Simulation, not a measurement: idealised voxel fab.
The following process module bears the name voxel ribs on slabs.
The figure presents cross-section cut, which has a width of 230 nm and is divided into square cells with an edge length of 5 nm.
A cross-section in this document is a grid of square cells, and it is written down as bands, the top band listed before the ones below it; a band is made up of one or more rows of cells. Top, bottom (nm), then materials left to right with widths (nm); lone material tagged "all across" fills the whole band edge to edge; "air" = empty space. Counting heights begins at 0, where everything beneath is, in the wafer as received, one material. The lowest band has no bottom; it goes on downwards, as "0 nm and below" shows. The width entry "30..40" should be interpreted row by row: the top row of cells in the band takes the first number, the bottom row takes the second number, and the change between adjacent rows is uniform throughout. It should be understood that the words "no alterations made", when stated for a given step, signify that the cross-section underwent no change in any of its cells during that step. Listed in "Closed internal voids": every empty space of 8 or more cells without an open way to the top. Form: width x height at distance, the distance being from the left edge, all in nm. Past the settings on a step's line: simulator remark, on that step. If you see "overlay nm" on a step's line and that step has a mask, it's telling you how far right of where it was planned the mask ended up; a negative number means it went left instead.

**Steps planned for the process**
1,RECEIVE | material Si
2,DIRECTIONAL_DEP | material SiO2 | thk nm 25
3,DIRECTIONAL_DEP | material SiN | thk nm 20
4,PATTERN | tone cover | mask id RIB | material resist | width nm 20 | thk nm 15 | overlay nm 0
5,DIRECTIONAL_ETCH | etch materials SiN | depth nm 5
6,STRIP | etch materials resist
7,PATTERN | tone cover | mask id SLAB | material resist | width nm 50 | thk nm 20 | overlay nm 0
8,DIRECTIONAL_ETCH | etch materials SiN | depth nm 15
9,STRIP | etch materials resist
10,FILL_DEP | material SiO2 | thk nm 15
11,CMP | height nm 55
12,DIRECTIONAL_DEP | material W | thk nm 5
13,PATTERN | tone cover | mask id HEATER | material resist | width nm 30 | thk nm 20 | overlay nm 0
14,DIRECTIONAL_ETCH | etch materials W | depth nm 5
15,STRIP | etch materials resist
16,CONFORMAL_DEP | material SiN | thk nm 10

**As-received wafer cross-section (after step 1)**
    0 nm and below | Si all across
    Closed internal voids: none

**Cross-section: first of two wafers, module finished, run according to plan**
    70 nm to 65 nm | air (90)  SiN (50)  air (90)
    65 nm to 60 nm | SiN all across
    60 nm to 55 nm | SiN (100)  W (30)  SiN (100)
    55 nm to 45 nm | SiO2 all across
    45 nm to 40 nm | SiO2 (105)  SiN (20)  SiO2 (105)
    40 nm to 25 nm | SiO2 (90)  SiN (50)  SiO2 (90)
    25 nm to 0 nm | SiO2 all across
    0 nm and below | Si all across
    Closed internal voids: none

**Second wafer of the two, sectioned at the end of the module. It began like the first and followed the same plan, but one mistake was made while running it**
    70 nm to 65 nm | air (90)  SiN (50)  air (90)
    65 nm to 60 nm | SiN all across
    60 nm to 55 nm | SiN (100)  W (30)  SiN (100)
    55 nm to 45 nm | SiO2 all across
    45 nm to 40 nm | SiO2 (90)  SiN (15)  SiO2 (20)  SiN (15)  SiO2 (90)
    40 nm to 30 nm | SiO2 (90)  SiN (50)  SiO2 (90)
    30 nm to 25 nm | SiN all across
    25 nm to 0 nm | SiO2 all across
    0 nm and below | Si all across
    Closed internal voids: none
The mistake made against the process plan was this: it should be noted that step 4 was executed with settings other than those planned, the operation and settings actually applied being PATTERN | tone open | mask id RIB | material resist | width nm 20 | thk nm 15 | overlay nm 0
Final cells, second wafer relative to first, materials higher or lower: 38 more of SiN | 38 fewer of SiO2
